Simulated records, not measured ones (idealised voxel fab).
Presented below is a process module, voxel self aligned contacts.
This is section cut - it's 300 nm across, gridded in 5 nm square cells.
A cross-section in this document is a grid of square cells, and it is written down as bands, the top band listed before the ones below it; a band is made up of one or more rows of cells. Top height, bottom height, nm. Materials left to right, width each, nm. Single material + "edge to edge" = fills band edge to edge. "blank" = empty. Heights from 0 (as-received wafer is one material below). Bottom band endless downward, as "0..down". When a width is written as two numbers, as in "30..40", the first number is the width in the top row of cells of the band and the second is the width in its bottom row, and the width changes by the same amount from each row to the next. Reading "no alterations made" for a step: not a cell of the cross-section changed in it. Entry "Voids, fully enclosed" = empty spaces >= 8 cells with no open way to the top; each as width x height at distance, distance from left edge, all nm. Where a step's line continues beyond its settings, the continuation is a remark by the simulator itself on that step. overlay nm, on a step with a mask: how far to the right of its planned place the mask lay; to the left if negative.
LIST OF PLANNED PROCESS STEPS
- 1: RECEIVE: material Si
- 2: CONFORMAL_DEP: material SiO2, thk nm 5
- 3: DIRECTIONAL_DEP: material polySi, thk nm 20
- 4: DIRECTIONAL_DEP: material SiN, thk nm 25
- 5: MASKED_ETCH: tone cover, mask id GATE, width nm 30, pitch nm 75, etch materials SiN, depth nm 25, overlay nm 0
- 6: MASKED_ETCH: tone cover, mask id GATE, width nm 30, pitch nm 75, etch materials polySi, depth nm 20, overlay nm 0
- 7: CONFORMAL_DEP: material SiN, thk nm 10
- 8: DIRECTIONAL_ETCH: etch materials SiN, depth nm 10
- 9: FILL_DEP: material SiO2, thk nm 15
- 10: CMP: height nm 60
- 11: DIRECTIONAL_DEP: material aC, thk nm 15
- 12: PATTERN: tone open, mask id CONTACT, material resist, width nm 55, thk nm 30, overlay nm 0
- 13: DIRECTIONAL_ETCH: etch materials aC, depth nm 15
- 14: STRIP: etch materials resist
- 15: DIRECTIONAL_ETCH: etch materials SiO2, depth nm 60
- 16: STRIP: etch materials aC
- 17: CONFORMAL_DEP: material TiN, thk nm 5
- 18: FILL_DEP: material W, thk nm 10
- 19: CMP: height nm 60
- 20: CONFORMAL_DEP: material SiN, thk nm 5
AS-RECEIVED WAFER CROSS-SECTION (AFTER STEP 1)
> 0..down = Si edge to edge
> Voids, fully enclosed: none
THIS IS HOW THE WAFER LOOKS IN CROSS-SECTION ONCE THE MODULE IS DONE, GIVEN THE STARTING STATE AND PLAN ABOVE AND ONE MISTAKE IN CARRYING THE PLAN OUT
> 80..75 = SiN edge to edge
> 75..65 = W edge to edge
> 65..60 = TiN 125, W 45, TiN 130
> 60..50 = SiO2 120, TiN 5..20, W 45..15, TiN 5..20, SiO2 125
> 50..25 = SiO2 85, SiN 50, TiN 5, W 15, TiN 5, SiN 50, SiO2 90
> 25..5 = SiO2 85, SiN 10, polySi 30, SiN 10, TiN 5, W 15, TiN 5, SiN 10, polySi 30, SiN 10, SiO2 90
> 5..0 = SiO2 135, TiN 25, SiO2 140
> 0..down = Si edge to edge
> Voids, fully enclosed: none
Error vs. plan: step 19 of the plan was bypassed and not carried out
